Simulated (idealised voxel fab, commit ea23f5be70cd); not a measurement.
Process module heading - voxel wiring stack
FYI the section here is cut, 270 nm wide, cells are 5 nm squares.
When this document writes out a cross-section, it uses a grid of square cells and lists it as bands, beginning at the top and moving down, with a band standing for one or more rows of cells.
First you get the band's top height and its bottom height, in nm, and then the materials it's made of, left to right, with each width in nm. If you see a single material with "throughout", that one covers the band edge to edge. "empty" is empty space.
Height reference: 0 = level under which incoming wafer is all one material. Lowest band: no bottom, runs on downward, e.g. "0 -> down".
The notation "30..40" denotes a width that varies across the rows of cells in the band, beginning at the first number in the top row, finishing at the second number in the bottom row, and changing by an identical amount from each row to the next.
The designation "remained the same", where it is given for a processing step, indicates that no cell of the cross-section was altered in the course of that step.
The entry titled "Entrapped voids" provides the empty spaces that have no open way to the top, restricted to those of 8 cells or more. Each is presented as width x height at distance, the distance being measured from the left edge, with all three in nm.
Post-settings text on a step line: simulator's own remark regarding the step.
"overlay nm" answers the question of how far to the right of plan the mask lay on a step that has a mask, and when it is negative the answer is to the left.
-- Intended process steps
step 1: RECEIVE, material Si
step 2: CONFORMAL_DEP, material SiO2, thk nm 15
step 3: CONFORMAL_DEP, material SiN, thk nm 5
step 4: DIRECTIONAL_DEP, material lowk, thk nm 25
step 5: DIRECTIONAL_DEP, material aC, thk nm 15
step 6: PATTERN, tone open, mask id METAL_1, material resist, width nm 30, pitch nm 50, thk nm 30, overlay nm 0
step 7: DIRECTIONAL_ETCH, etch materials aC, depth nm 15
step 8: STRIP, etch materials resist
step 9: DIRECTIONAL_ETCH, etch materials lowk, depth nm 25
step 10: DIRECTIONAL_ETCH, etch materials SiN, depth nm 5
step 11: STRIP, etch materials aC
step 12: CONFORMAL_DEP, material TiN, thk nm 5
step 13: FILL_DEP, material Cu, thk nm 10
step 14: CMP, height nm 45
step 15: CONFORMAL_DEP, material SiCN, thk nm 5
step 16: DIRECTIONAL_DEP, material SiO2, thk nm 15
step 17: DIRECTIONAL_DEP, material aC, thk nm 15
step 18: PATTERN, tone open, mask id PLUG_1, material resist, width nm 15, pitch nm 50, thk nm 30, overlay nm 0
step 19: DIRECTIONAL_ETCH, etch materials aC, depth nm 15
step 20: STRIP, etch materials resist
step 21: DIRECTIONAL_ETCH, etch materials SiO2, depth nm 15
step 22: DIRECTIONAL_ETCH, etch materials SiCN, depth nm 5
step 23: STRIP, etch materials aC
step 24: CONFORMAL_DEP, material TiN, thk nm 5
step 25: FILL_DEP, material W, thk nm 5
step 26: CMP, height nm 65
step 27: DIRECTIONAL_DEP, material TiN, thk nm 5
step 28: DIRECTIONAL_DEP, material Ru, thk nm 20
step 29: MASKED_ETCH, tone cover, mask id METAL_2, width nm 30, pitch nm 50, etch materials Ru, depth nm 20, overlay nm 0
step 30: MASKED_ETCH, tone cover, mask id METAL_2, width nm 30, pitch nm 50, etch materials TiN, depth nm 5, overlay nm 0
step 31: FILL_DEP, material lowk, thk nm 10
step 32: CMP, height nm 90
step 33: CONFORMAL_DEP, material SiCN, thk nm 5
step 34: DIRECTIONAL_DEP, material SiO2, thk nm 15
step 35: DIRECTIONAL_DEP, material aC, thk nm 15
step 36: PATTERN, tone open, mask id PLUG_2, material resist, width nm 15, thk nm 30, overlay nm 0
step 37: DIRECTIONAL_ETCH, etch materials aC, depth nm 15
step 38: STRIP, etch materials resist
step 39: DIRECTIONAL_ETCH, etch materials SiO2, depth nm 15
step 40: DIRECTIONAL_ETCH, etch materials SiCN, depth nm 5
step 41: STRIP, etch materials aC
step 42: CONFORMAL_DEP, material TiN, thk nm 5
step 43: FILL_DEP, material W, thk nm 5
step 44: CMP, height nm 110
step 45: DIRECTIONAL_DEP, material TiN, thk nm 5
step 46: DIRECTIONAL_DEP, material Ru, thk nm 15
step 47: PATTERN, tone cover, mask id METAL_3, material resist, width nm 30, pitch nm 50, thk nm 15, overlay nm 0
step 48: DIRECTIONAL_ETCH, etch materials Ru, depth nm 15
step 49: DIRECTIONAL_ETCH, etch materials TiN, depth nm 5
step 50: STRIP, etch materials resist
step 51: CONFORMAL_DEP, material SiCN, thk nm 5
step 52: FILL_DEP, material lowk, thk nm 10
step 53: CMP, height nm 130
step 54: CONFORMAL_DEP, material SiCN, thk nm 5
-- First of two wafers, processed according to plan
-- as received, after step 1
- 0 -> down = Si throughout
- Entrapped voids: none
-- Take a look at the wafer's cross-section after step 2
- 15 -> 0 = SiO2 throughout
- Nothing below the height 0 has changed.
-- Take a look at the wafer's cross-section after step 3
- 20 -> 15 = SiN throughout
- Nothing below the height 15 has changed.
-- Take a look at the wafer's cross-section after step 4
- 45 -> 20 = lowk throughout
- Nothing below the height 20 has changed.
-- Take a look at the wafer's cross-section after step 5
- 60 -> 45 = aC throughout
- Nothing below the height 45 has changed.
-- Take a look at the wafer's cross-section after step 6
- 90 -> 60 = resist (95) | empty (30) | resist (20) | empty (30) | resist (95)
- Nothing below the height 60 has changed.
-- Take a look at the wafer's cross-section after step 7
- 75 -> 60 = resist (95) | empty (30) | resist (20) | empty (30) | resist (95)
- 60 -> 45 = aC (95) | empty (30) | aC (20) | empty (30) | aC (95)
- Nothing below the height 45 has changed.
-- Take a look at the wafer's cross-section after step 8
- 60 -> 45 = aC (95) | empty (30) | aC (20) | empty (30) | aC (95)
- Nothing below the height 45 has changed.
-- Take a look at the wafer's cross-section after step 9
- 60 -> 45 = aC (95) | empty (30) | aC (20) | empty (30) | aC (95)
- 45 -> 20 = lowk (95) | empty (30) | lowk (20) | empty (30) | lowk (95)
- Nothing below the height 20 has changed.
-- Take a look at the wafer's cross-section after step 10
- 60 -> 45 = aC (95) | empty (30) | aC (20) | empty (30) | aC (95)
- 45 -> 20 = lowk (95) | empty (30) | lowk (20) | empty (30) | lowk (95)
- 20 -> 15 = SiN (95) | empty (30) | SiN (20) | empty (30) | SiN (95)
- Nothing below the height 15 has changed.
-- Take a look at the wafer's cross-section after step 11
- 45 -> 20 = lowk (95) | empty (30) | lowk (20) | empty (30) | lowk (95)
- Nothing below the height 20 has changed.
-- Take a look at the wafer's cross-section after step 12
- 50 -> 45 = TiN (100) | empty (20) | TiN (30) | empty (20) | TiN (100)
- 45 -> 20 = lowk (95) | TiN (5) | empty (20) | TiN (5) | lowk (20) | TiN (5) | empty (20) | TiN (5) | lowk (95)
- 20 -> 15 = SiN (95) | TiN (30) | SiN (20) | TiN (30) | SiN (95)
- Nothing below the height 15 has changed.
-- Take a look at the wafer's cross-section after step 13
- 60 -> 50 = Cu throughout
- 50 -> 45 = TiN (100) | Cu (20) | TiN (30) | Cu (20) | TiN (100)
- 45 -> 20 = lowk (95) | TiN (5) | Cu (20) | TiN (5) | lowk (20) | TiN (5) | Cu (20) | TiN (5) | lowk (95)
- Nothing below the height 20 has changed.
-- Take a look at the wafer's cross-section after step 14
- 45 -> 20 = lowk (95) | TiN (5) | Cu (20) | TiN (5) | lowk (20) | TiN (5) | Cu (20) | TiN (5) | lowk (95)
- Nothing below the height 20 has changed.
-- Take a look at the wafer's cross-section after step 15
- 50 -> 45 = SiCN throughout
- Nothing below the height 45 has changed.
-- Take a look at the wafer's cross-section after step 16
- 65 -> 50 = SiO2 throughout
- Nothing below the height 50 has changed.
-- Take a look at the wafer's cross-section after step 17
- 80 -> 65 = aC throughout
- Nothing below the height 65 has changed.
-- Take a look at the wafer's cross-section after step 18
- 110 -> 80 = resist (95) | empty (15) | resist (35) | empty (15) | resist (110)
- Nothing below the height 80 has changed.
-- Take a look at the wafer's cross-section after step 19
- 95 -> 80 = resist (95) | empty (15) | resist (35) | empty (15) | resist (110)
- 80 -> 65 = aC (95) | empty (15) | aC (35) | empty (15) | aC (110)
- Nothing below the height 65 has changed.
-- Take a look at the wafer's cross-section after step 20
- 80 -> 65 = aC (95) | empty (15) | aC (35) | empty (15) | aC (110)
- Nothing below the height 65 has changed.
-- Take a look at the wafer's cross-section after step 21
- 80 -> 65 = aC (95) | empty (15) | aC (35) | empty (15) | aC (110)
- 65 -> 50 = SiO2 (95) | empty (15) | SiO2 (35) | empty (15) | SiO2 (110)
- Nothing below the height 50 has changed.
-- Take a look at the wafer's cross-section after step 22
- 80 -> 65 = aC (95) | empty (15) | aC (35) | empty (15) | aC (110)
- 65 -> 50 = SiO2 (95) | empty (15) | SiO2 (35) | empty (15) | SiO2 (110)
- 50 -> 45 = SiCN (95) | empty (15) | SiCN (35) | empty (15) | SiCN (110)
- Nothing below the height 45 has changed.
-- Take a look at the wafer's cross-section after step 23
- 65 -> 50 = SiO2 (95) | empty (15) | SiO2 (35) | empty (15) | SiO2 (110)
- Nothing below the height 50 has changed.
-- Take a look at the wafer's cross-section after step 24
- 70 -> 65 = TiN (100) | empty (5) | TiN (45) | empty (5) | TiN (115)
- 65 -> 50 = SiO2 (95) | TiN (5) | empty (5) | TiN (5) | SiO2 (35) | TiN (5) | empty (5) | TiN (5) | SiO2 (110)
- 50 -> 45 = SiCN (95) | TiN (15) | SiCN (35) | TiN (15) | SiCN (110)
- Nothing below the height 45 has changed.
-- Take a look at the wafer's cross-section after step 25
- 75 -> 70 = W throughout
- 70 -> 65 = TiN (100) | W (5) | TiN (45) | W (5) | TiN (115)
- 65 -> 50 = SiO2 (95) | TiN (5) | W (5) | TiN (5) | SiO2 (35) | TiN (5) | W (5) | TiN (5) | SiO2 (110)
- Nothing below the height 50 has changed.
-- Take a look at the wafer's cross-section after step 26
- 65 -> 50 = SiO2 (95) | TiN (5) | W (5) | TiN (5) | SiO2 (35) | TiN (5) | W (5) | TiN (5) | SiO2 (110)
- Nothing below the height 50 has changed.
-- Take a look at the wafer's cross-section after step 27
- 70 -> 65 = TiN throughout
- Nothing below the height 65 has changed.
-- Take a look at the wafer's cross-section after step 28
- 90 -> 70 = Ru throughout
- Nothing below the height 70 has changed.
-- Take a look at the wafer's cross-section after step 29
- 90 -> 70 = empty (95) | Ru (30) | empty (20) | Ru (30) | empty (95)
- Nothing below the height 70 has changed.
-- Take a look at the wafer's cross-section after step 30
- 90 -> 70 = empty (95) | Ru (30) | empty (20) | Ru (30) | empty (95)
- 70 -> 65 = empty (95) | TiN (30) | empty (20) | TiN (30) | empty (95)
- Nothing below the height 65 has changed.
-- Take a look at the wafer's cross-section after step 31
- 100 -> 90 = lowk throughout
- 90 -> 70 = lowk (95) | Ru (30) | lowk (20) | Ru (30) | lowk (95)
- 70 -> 65 = lowk (95) | TiN (30) | lowk (20) | TiN (30) | lowk (95)
- Nothing below the height 65 has changed.
-- Take a look at the wafer's cross-section after step 32
- 90 -> 70 = lowk (95) | Ru (30) | lowk (20) | Ru (30) | lowk (95)
- Nothing below the height 70 has changed.
-- Take a look at the wafer's cross-section after step 33
- 95 -> 90 = SiCN throughout
- Nothing below the height 90 has changed.
-- Take a look at the wafer's cross-section after step 34
- 110 -> 95 = SiO2 throughout
- Nothing below the height 95 has changed.
-- Take a look at the wafer's cross-section after step 35
- 125 -> 110 = aC throughout
- Nothing below the height 110 has changed.
-- Take a look at the wafer's cross-section after step 36
- 155 -> 125 = resist (95) | empty (15) | resist (160)
- Nothing below the height 125 has changed.
-- Take a look at the wafer's cross-section after step 37
- 140 -> 125 = resist (95) | empty (15) | resist (160)
- 125 -> 110 = aC (95) | empty (15) | aC (160)
- Nothing below the height 110 has changed.
-- Take a look at the wafer's cross-section after step 38
- 125 -> 110 = aC (95) | empty (15) | aC (160)
- Nothing below the height 110 has changed.
-- Take a look at the wafer's cross-section after step 39
- 125 -> 110 = aC (95) | empty (15) | aC (160)
- 110 -> 95 = SiO2 (95) | empty (15) | SiO2 (160)
- Nothing below the height 95 has changed.
-- Take a look at the wafer's cross-section after step 40
- 125 -> 110 = aC (95) | empty (15) | aC (160)
- 110 -> 95 = SiO2 (95) | empty (15) | SiO2 (160)
- 95 -> 90 = SiCN (95) | empty (15) | SiCN (160)
- Nothing below the height 90 has changed.
-- Take a look at the wafer's cross-section after step 41
- 110 -> 95 = SiO2 (95) | empty (15) | SiO2 (160)
- Nothing below the height 95 has changed.
-- Take a look at the wafer's cross-section after step 42
- 115 -> 110 = TiN (100) | empty (5) | TiN (165)
- 110 -> 95 = SiO2 (95) | TiN (5) | empty (5) | TiN (5) | SiO2 (160)
- 95 -> 90 = SiCN (95) | TiN (15) | SiCN (160)
- Nothing below the height 90 has changed.
-- Take a look at the wafer's cross-section after step 43
- 120 -> 115 = W throughout
- 115 -> 110 = TiN (100) | W (5) | TiN (165)
- 110 -> 95 = SiO2 (95) | TiN (5) | W (5) | TiN (5) | SiO2 (160)
- Nothing below the height 95 has changed.
-- Take a look at the wafer's cross-section after step 44
- 110 -> 95 = SiO2 (95) | TiN (5) | W (5) | TiN (5) | SiO2 (160)
- Nothing below the height 95 has changed.
-- Take a look at the wafer's cross-section after step 45
- 115 -> 110 = TiN throughout
- Nothing below the height 110 has changed.
-- Take a look at the wafer's cross-section after step 46
- 130 -> 115 = Ru throughout
- Nothing below the height 115 has changed.
-- Take a look at the wafer's cross-section after step 47
- 145 -> 130 = empty (95) | resist (30) | empty (20) | resist (30) | empty (95)
- Nothing below the height 130 has changed.
-- Take a look at the wafer's cross-section after step 48
- 145 -> 130 = empty (95) | resist (30) | empty (20) | resist (30) | empty (95)
- 130 -> 115 = empty (95) | Ru (30) | empty (20) | Ru (30) | empty (95)
- Nothing below the height 115 has changed.
-- Take a look at the wafer's cross-section after step 49
- 145 -> 130 = empty (95) | resist (30) | empty (20) | resist (30) | empty (95)
- 130 -> 115 = empty (95) | Ru (30) | empty (20) | Ru (30) | empty (95)
- 115 -> 110 = empty (95) | TiN (30) | empty (20) | TiN (30) | empty (95)
- Nothing below the height 110 has changed.
-- Take a look at the wafer's cross-section after step 50
- 130 -> 115 = empty (95) | Ru (30) | empty (20) | Ru (30) | empty (95)
- Nothing below the height 115 has changed.
-- Take a look at the wafer's cross-section after step 51
- 135 -> 130 = empty (90) | SiCN (40) | empty (10) | SiCN (40) | empty (90)
- 130 -> 115 = empty (90) | SiCN (5) | Ru (30) | SiCN (5) | empty (10) | SiCN (5) | Ru (30) | SiCN (5) | empty (90)
- 115 -> 110 = SiCN (95) | TiN (30) | SiCN (20) | TiN (30) | SiCN (95)
- Nothing below the height 110 has changed.
-- Take a look at the wafer's cross-section after step 52
- 145 -> 135 = lowk throughout
- 135 -> 130 = lowk (90) | SiCN (40) | lowk (10) | SiCN (40) | lowk (90)
- 130 -> 115 = lowk (90) | SiCN (5) | Ru (30) | SiCN (5) | lowk (10) | SiCN (5) | Ru (30) | SiCN (5) | lowk (90)
- Nothing below the height 115 has changed.
-- Take a look at the wafer's cross-section after step 53
- 130 -> 115 = lowk (90) | SiCN (5) | Ru (30) | SiCN (5) | lowk (10) | SiCN (5) | Ru (30) | SiCN (5) | lowk (90)
- Nothing below the height 115 has changed.
-- Take a look at the wafer's cross-section after step 54
- 135 -> 130 = SiCN throughout
- Nothing below the height 130 has changed.
-- The remaining wafer, second of the two, started like the first and was run to the same plan, except that one mistake was made along the way; the two coincide through step 25, inclusive
-- Cross-section of the second wafer corresponding to the planned conclusion of step 26
- 55 -> 50 = SiO2 (95) | TiN (5) | W (5) | TiN (5) | SiO2 (35) | TiN (5) | W (5) | TiN (5) | SiO2 (110)
- Nothing below the height 50 has changed.
-- Cross-section of the second wafer corresponding to the planned conclusion of step 27
- 60 -> 55 = TiN throughout
- Nothing below the height 55 has changed.
-- Cross-section of the second wafer corresponding to the planned conclusion of step 28
- 80 -> 60 = Ru throughout
- Nothing below the height 60 has changed.
-- Cross-section of the second wafer corresponding to the planned conclusion of step 29
- 80 -> 60 = empty (95) | Ru (30) | empty (20) | Ru (30) | empty (95)
- Nothing below the height 60 has changed.
-- Cross-section of the second wafer corresponding to the planned conclusion of step 30
- 80 -> 60 = empty (95) | Ru (30) | empty (20) | Ru (30) | empty (95)
- 60 -> 55 = empty (95) | TiN (30) | empty (20) | TiN (30) | empty (95)
- Nothing below the height 55 has changed.
-- Cross-section of the second wafer corresponding to the planned conclusion of step 31
- 90 -> 80 = lowk throughout
- 80 -> 60 = lowk (95) | Ru (30) | lowk (20) | Ru (30) | lowk (95)
- 60 -> 55 = lowk (95) | TiN (30) | lowk (20) | TiN (30) | lowk (95)
- Nothing below the height 55 has changed.
Cross-section of the second wafer corresponding to the planned conclusion of step 32: remained the same
-- Cross-section of the second wafer corresponding to the planned conclusion of step 33
- 95 -> 90 = SiCN throughout
- Nothing below the height 90 has changed.
-- Cross-section of the second wafer corresponding to the planned conclusion of step 34
- 110 -> 95 = SiO2 throughout
- Nothing below the height 95 has changed.
-- Cross-section of the second wafer corresponding to the planned conclusion of step 35
- 125 -> 110 = aC throughout
- Nothing below the height 110 has changed.
-- Cross-section of the second wafer corresponding to the planned conclusion of step 36
- 155 -> 125 = resist (95) | empty (15) | resist (160)
- Nothing below the height 125 has changed.
-- Cross-section of the second wafer corresponding to the planned conclusion of step 37
- 140 -> 125 = resist (95) | empty (15) | resist (160)
- 125 -> 110 = aC (95) | empty (15) | aC (160)
- Nothing below the height 110 has changed.
-- Cross-section of the second wafer corresponding to the planned conclusion of step 38
- 125 -> 110 = aC (95) | empty (15) | aC (160)
- Nothing below the height 110 has changed.
-- Cross-section of the second wafer corresponding to the planned conclusion of step 39
- 125 -> 110 = aC (95) | empty (15) | aC (160)
- 110 -> 95 = SiO2 (95) | empty (15) | SiO2 (160)
- Nothing below the height 95 has changed.
-- Cross-section of the second wafer corresponding to the planned conclusion of step 40
- 125 -> 110 = aC (95) | empty (15) | aC (160)
- 110 -> 95 = SiO2 (95) | empty (15) | SiO2 (160)
- 95 -> 90 = SiCN (95) | empty (15) | SiCN (160)
- Nothing below the height 90 has changed.
-- Cross-section of the second wafer corresponding to the planned conclusion of step 41
- 110 -> 95 = SiO2 (95) | empty (15) | SiO2 (160)
- Nothing below the height 95 has changed.
-- Cross-section of the second wafer corresponding to the planned conclusion of step 42
- 115 -> 110 = TiN (100) | empty (5) | TiN (165)
- 110 -> 95 = SiO2 (95) | TiN (5) | empty (5) | TiN (5) | SiO2 (160)
- 95 -> 90 = SiCN (95) | TiN (15) | SiCN (160)
- Nothing below the height 90 has changed.
-- Cross-section of the second wafer corresponding to the planned conclusion of step 43
- 120 -> 115 = W throughout
- 115 -> 110 = TiN (100) | W (5) | TiN (165)
- 110 -> 95 = SiO2 (95) | TiN (5) | W (5) | TiN (5) | SiO2 (160)
- Nothing below the height 95 has changed.
-- Cross-section of the second wafer corresponding to the planned conclusion of step 44
- 110 -> 95 = SiO2 (95) | TiN (5) | W (5) | TiN (5) | SiO2 (160)
- Nothing below the height 95 has changed.
-- Cross-section of the second wafer corresponding to the planned conclusion of step 45
- 115 -> 110 = TiN throughout
- Nothing below the height 110 has changed.
-- Cross-section of the second wafer corresponding to the planned conclusion of step 46
- 130 -> 115 = Ru throughout
- Nothing below the height 115 has changed.
-- Cross-section of the second wafer corresponding to the planned conclusion of step 47
- 145 -> 130 = empty (95) | resist (30) | empty (20) | resist (30) | empty (95)
- Nothing below the height 130 has changed.
-- Cross-section of the second wafer corresponding to the planned conclusion of step 48
- 145 -> 130 = empty (95) | resist (30) | empty (20) | resist (30) | empty (95)
- 130 -> 115 = empty (95) | Ru (30) | empty (20) | Ru (30) | empty (95)
- Nothing below the height 115 has changed.
-- Cross-section of the second wafer corresponding to the planned conclusion of step 49
- 145 -> 130 = empty (95) | resist (30) | empty (20) | resist (30) | empty (95)
- 130 -> 115 = empty (95) | Ru (30) | empty (20) | Ru (30) | empty (95)
- 115 -> 110 = empty (95) | TiN (30) | empty (20) | TiN (30) | empty (95)
- Nothing below the height 110 has changed.
-- Cross-section of the second wafer corresponding to the planned conclusion of step 50
- 130 -> 115 = empty (95) | Ru (30) | empty (20) | Ru (30) | empty (95)
- Nothing below the height 115 has changed.
-- Cross-section of the second wafer corresponding to the planned conclusion of step 51
- 135 -> 130 = empty (90) | SiCN (40) | empty (10) | SiCN (40) | empty (90)
- 130 -> 115 = empty (90) | SiCN (5) | Ru (30) | SiCN (5) | empty (10) | SiCN (5) | Ru (30) | SiCN (5) | empty (90)
- 115 -> 110 = SiCN (95) | TiN (30) | SiCN (20) | TiN (30) | SiCN (95)
- Nothing below the height 110 has changed.
-- Cross-section of the second wafer corresponding to the planned conclusion of step 52
- 145 -> 135 = lowk throughout
- 135 -> 130 = lowk (90) | SiCN (40) | lowk (10) | SiCN (40) | lowk (90)
- 130 -> 115 = lowk (90) | SiCN (5) | Ru (30) | SiCN (5) | lowk (10) | SiCN (5) | Ru (30) | SiCN (5) | lowk (90)
- Nothing below the height 115 has changed.
-- Cross-section of the second wafer corresponding to the planned conclusion of step 53
- 130 -> 115 = lowk (90) | SiCN (5) | Ru (30) | SiCN (5) | lowk (10) | SiCN (5) | Ru (30) | SiCN (5) | lowk (90)
- Nothing below the height 115 has changed.
-- Cross-section of the second wafer corresponding to the planned conclusion of step 54
- 135 -> 130 = SiCN throughout
- Nothing below the height 130 has changed.
What was the processing mistake? step 26, actual vs plan mismatch, actual run CMP, height nm 55
Bottom line after processing is that, in cells, the second wafer is up or down on some materials versus the first: -96 SiO2; -8 TiN; -4 W; +108 lowk
